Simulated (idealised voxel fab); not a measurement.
Process module under the name voxel quadruple lines
Displayed cross-section: cut, width of 200 nm, square cells sized 5 nm.
A cross-section is written here as square cells arranged in a grid, and it is given in bands from the top down, each band taking up one or more rows of cells.
Quick guide to a band line: top height, bottom height (nm) up front; then every material left to right with its width in nm. Only one material and it's marked "edge to edge"? Then it fills the band edge to edge. And "air" just means empty space.
We count height from 0. Below that, the starting wafer is all one material. The lowest band never ends at the bottom but goes on down; see "z 0 and below" for how that is written.
It should be noted that a width expressed as "30..40" varies in equal increments from row to row of cells within the band, taking the value of the first number at the top row and that of the second number at the bottom row.
Where the words "remained unchanged" appear for a step, the cross-section shows no cell changed by that step; every cell remained as before.
If an empty space has no open way to the top and is at least 8 cells in size, "Tabulated closed voids" lists it, written width x height at distance, where distance is measured from the left edge and every value is in nm.
Text after the settings on a step's line: the simulator's own remark on that step.
For masked steps, "overlay nm" on the step line gives how far right of plan the mask actually lay; a minus sign means it lay to the left.
# Steps in the process plan
1: RECEIVE,material Si
2: CONFORMAL_DEP,material Al2O3,thk nm 5
3: DIRECTIONAL_DEP,material Ru,thk nm 10
4: DIRECTIONAL_DEP,material polySi,thk nm 20
5: DIRECTIONAL_DEP,material aC,thk nm 20
6: PATTERN,tone cover,mask id MANDREL,material resist,width nm 20,pitch nm 60,thk nm 30,overlay nm 0
7: DIRECTIONAL_ETCH,etch materials aC,depth nm 20
8: STRIP,etch materials resist
9: CONFORMAL_DEP,material SiO2,thk nm 10
10: DIRECTIONAL_ETCH,etch materials SiO2,depth nm 10
11: STRIP,etch materials aC
12: DIRECTIONAL_ETCH,etch materials polySi,depth nm 20
13: STRIP,etch materials SiO2
14: CONFORMAL_DEP,material SiN,thk nm 5
15: DIRECTIONAL_ETCH,etch materials SiN,depth nm 5
16: STRIP,etch materials polySi
17: DIRECTIONAL_ETCH,etch materials Ru,depth nm 10
18: STRIP,etch materials SiN
19: FILL_DEP,material SiO2,thk nm 10
20: CMP,height nm 15
# The first wafer of two, processed as planned
# Received-state cross-section, reflecting completion of step 1
    z 0 and below = Si edge to edge
    Tabulated closed voids: none
# State of the wafer after step 2, shown in cross-section
    z 5 to 0 = Al2O3 edge to edge
    Rest of section, below 0: as before.
# State of the wafer after step 3, shown in cross-section
    z 15 to 5 = Ru edge to edge
    Rest of section, below 5: as before.
# State of the wafer after step 4, shown in cross-section
    z 35 to 15 = polySi edge to edge
    Rest of section, below 15: as before.
# State of the wafer after step 5, shown in cross-section
    z 55 to 35 = aC edge to edge
    Rest of section, below 35: as before.
# State of the wafer after step 6, shown in cross-section
    z 85 to 55 = air 60  resist 20  air 40  resist 20  air 60
    Rest of section, below 55: as before.
# State of the wafer after step 7, shown in cross-section
    z 65 to 55 = air 60  resist 20  air 40  resist 20  air 60
    z 55 to 35 = air 60  aC 20  air 40  aC 20  air 60
    Rest of section, below 35: as before.
# State of the wafer after step 8, shown in cross-section
    z 55 to 35 = air 60  aC 20  air 40  aC 20  air 60
    Rest of section, below 35: as before.
# State of the wafer after step 9, shown in cross-section
    z 65 to 55 = air 50  SiO2 40  air 20  SiO2 40  air 50
    z 55 to 45 = air 50  SiO2 10  aC 20  SiO2 10  air 20  SiO2 10  aC 20  SiO2 10  air 50
    z 45 to 35 = SiO2 60  aC 20  SiO2 40  aC 20  SiO2 60
    Rest of section, below 35: as before.
# State of the wafer after step 10, shown in cross-section
    z 55 to 35 = air 50  SiO2 10  aC 20  SiO2 10  air 20  SiO2 10  aC 20  SiO2 10  air 50
    Rest of section, below 35: as before.
# State of the wafer after step 11, shown in cross-section
    z 55 to 35 = air 50  SiO2 10  air 20  SiO2 10  air 20  SiO2 10  air 20  SiO2 10  air 50
    Rest of section, below 35: as before.
# State of the wafer after step 12, shown in cross-section
    z 55 to 35 = air 50  SiO2 10  air 20  SiO2 10  air 20  SiO2 10  air 20  SiO2 10  air 50
    z 35 to 15 = air 50  polySi 10  air 20  polySi 10  air 20  polySi 10  air 20  polySi 10  air 50
    Rest of section, below 15: as before.
# State of the wafer after step 13, shown in cross-section
    z 35 to 15 = air 50  polySi 10  air 20  polySi 10  air 20  polySi 10  air 20  polySi 10  air 50
    Rest of section, below 15: as before.
# State of the wafer after step 14, shown in cross-section
    z 40 to 35 = air 45  SiN 20  air 10  SiN 20  air 10  SiN 20  air 10  SiN 20  air 45
    z 35 to 20 = air 45  SiN 5  polySi 10  SiN 5  air 10  SiN 5  polySi 10  SiN 5  air 10  SiN 5  polySi 10  SiN 5  air 10  SiN 5  polySi 10  SiN 5  air 45
    z 20 to 15 = SiN 50  polySi 10  SiN 20  polySi 10  SiN 20  polySi 10  SiN 20  polySi 10  SiN 50
    Rest of section, below 15: as before.
# State of the wafer after step 15, shown in cross-section
    z 35 to 15 = air 45  SiN 5  polySi 10  SiN 5  air 10  SiN 5  polySi 10  SiN 5  air 10  SiN 5  polySi 10  SiN 5  air 10  SiN 5  polySi 10  SiN 5  air 45
    Rest of section, below 15: as before.
# State of the wafer after step 16, shown in cross-section
    z 35 to 15 = air 45  SiN 5  air 10  SiN 5  air 10  SiN 5  air 10  SiN 5  air 10  SiN 5  air 10  SiN 5  air 10  SiN 5  air 10  SiN 5  air 45
    Rest of section, below 15: as before.
# State of the wafer after step 17, shown in cross-section
    z 35 to 15 = air 45  SiN 5  air 10  SiN 5  air 10  SiN 5  air 10  SiN 5  air 10  SiN 5  air 10  SiN 5  air 10  SiN 5  air 10  SiN 5  air 45
    z 15 to 5 = air 45  Ru 5  air 10  Ru 5  air 10  Ru 5  air 10  Ru 5  air 10  Ru 5  air 10  Ru 5  air 10  Ru 5  air 10  Ru 5  air 45
    Rest of section, below 5: as before.
# State of the wafer after step 18, shown in cross-section
    z 15 to 5 = air 45  Ru 5  air 10  Ru 5  air 10  Ru 5  air 10  Ru 5  air 10  Ru 5  air 10  Ru 5  air 10  Ru 5  air 10  Ru 5  air 45
    Rest of section, below 5: as before.
# State of the wafer after step 19, shown in cross-section
    z 25 to 15 = SiO2 edge to edge
    z 15 to 5 = SiO2 45  Ru 5  SiO2 10  Ru 5  SiO2 10  Ru 5  SiO2 10  Ru 5  SiO2 10  Ru 5  SiO2 10  Ru 5  SiO2 10  Ru 5  SiO2 10  Ru 5  SiO2 45
    Rest of section, below 5: as before.
# State of the wafer after step 20, shown in cross-section
    z 15 to 5 = SiO2 45  Ru 5  SiO2 10  Ru 5  SiO2 10  Ru 5  SiO2 10  Ru 5  SiO2 10  Ru 5  SiO2 10  Ru 5  SiO2 10  Ru 5  SiO2 10  Ru 5  SiO2 45
    Rest of section, below 5: as before.
# Wafer two. Same start, same plan, one slip in execution. Same as wafer one through step 2, inclusive
# Second wafer: cross-section at the scheduled end of step 3
    z 25 to 5 = polySi edge to edge
    Rest of section, below 5: as before.
# Second wafer: cross-section at the scheduled end of step 4
    z 35 to 25 = Ru edge to edge
    Rest of section, below 25: as before.
# Second wafer: cross-section at the scheduled end of step 5
    z 55 to 35 = aC edge to edge
    Rest of section, below 35: as before.
# Second wafer: cross-section at the scheduled end of step 6
    z 85 to 55 = air 60  resist 20  air 40  resist 20  air 60
    Rest of section, below 55: as before.
# Second wafer: cross-section at the scheduled end of step 7
    z 65 to 55 = air 60  resist 20  air 40  resist 20  air 60
    z 55 to 35 = air 60  aC 20  air 40  aC 20  air 60
    Rest of section, below 35: as before.
# Second wafer: cross-section at the scheduled end of step 8
    z 55 to 35 = air 60  aC 20  air 40  aC 20  air 60
    Rest of section, below 35: as before.
# Second wafer: cross-section at the scheduled end of step 9
    z 65 to 55 = air 50  SiO2 40  air 20  SiO2 40  air 50
    z 55 to 45 = air 50  SiO2 10  aC 20  SiO2 10  air 20  SiO2 10  aC 20  SiO2 10  air 50
    z 45 to 35 = SiO2 60  aC 20  SiO2 40  aC 20  SiO2 60
    Rest of section, below 35: as before.
# Second wafer: cross-section at the scheduled end of step 10
    z 55 to 35 = air 50  SiO2 10  aC 20  SiO2 10  air 20  SiO2 10  aC 20  SiO2 10  air 50
    Rest of section, below 35: as before.
# Second wafer: cross-section at the scheduled end of step 11
    z 55 to 35 = air 50  SiO2 10  air 20  SiO2 10  air 20  SiO2 10  air 20  SiO2 10  air 50
    Rest of section, below 35: as before.
Second wafer: cross-section at the scheduled end of step 12: remained unchanged
# Second wafer: cross-section at the scheduled end of step 13
    z 35 to 25 = Ru edge to edge
    Rest of section, below 25: as before.
# Second wafer: cross-section at the scheduled end of step 14
    z 40 to 35 = SiN edge to edge
    Rest of section, below 35: as before.
# Second wafer: cross-section at the scheduled end of step 15
    z 35 to 25 = Ru edge to edge
    Rest of section, below 25: as before.
Second wafer: cross-section at the scheduled end of step 16: remained unchanged
# Second wafer: cross-section at the scheduled end of step 17
    z 25 to 5 = polySi edge to edge
    Rest of section, below 5: as before.
Second wafer: cross-section at the scheduled end of step 18: remained unchanged
# Second wafer: cross-section at the scheduled end of step 19
    z 35 to 25 = SiO2 edge to edge
    Rest of section, below 25: as before.
# Second wafer: cross-section at the scheduled end of step 20
    z 15 to 5 = polySi edge to edge
    Rest of section, below 5: as before.
Error vs. plan: steps 3 and 4 run out of order (swapped)
In the final state, the cell counts of the second wafer exceed or fall short of those of the first for the following materials: 16 fewer of Ru, 64 fewer of SiO2, 80 more of polySi
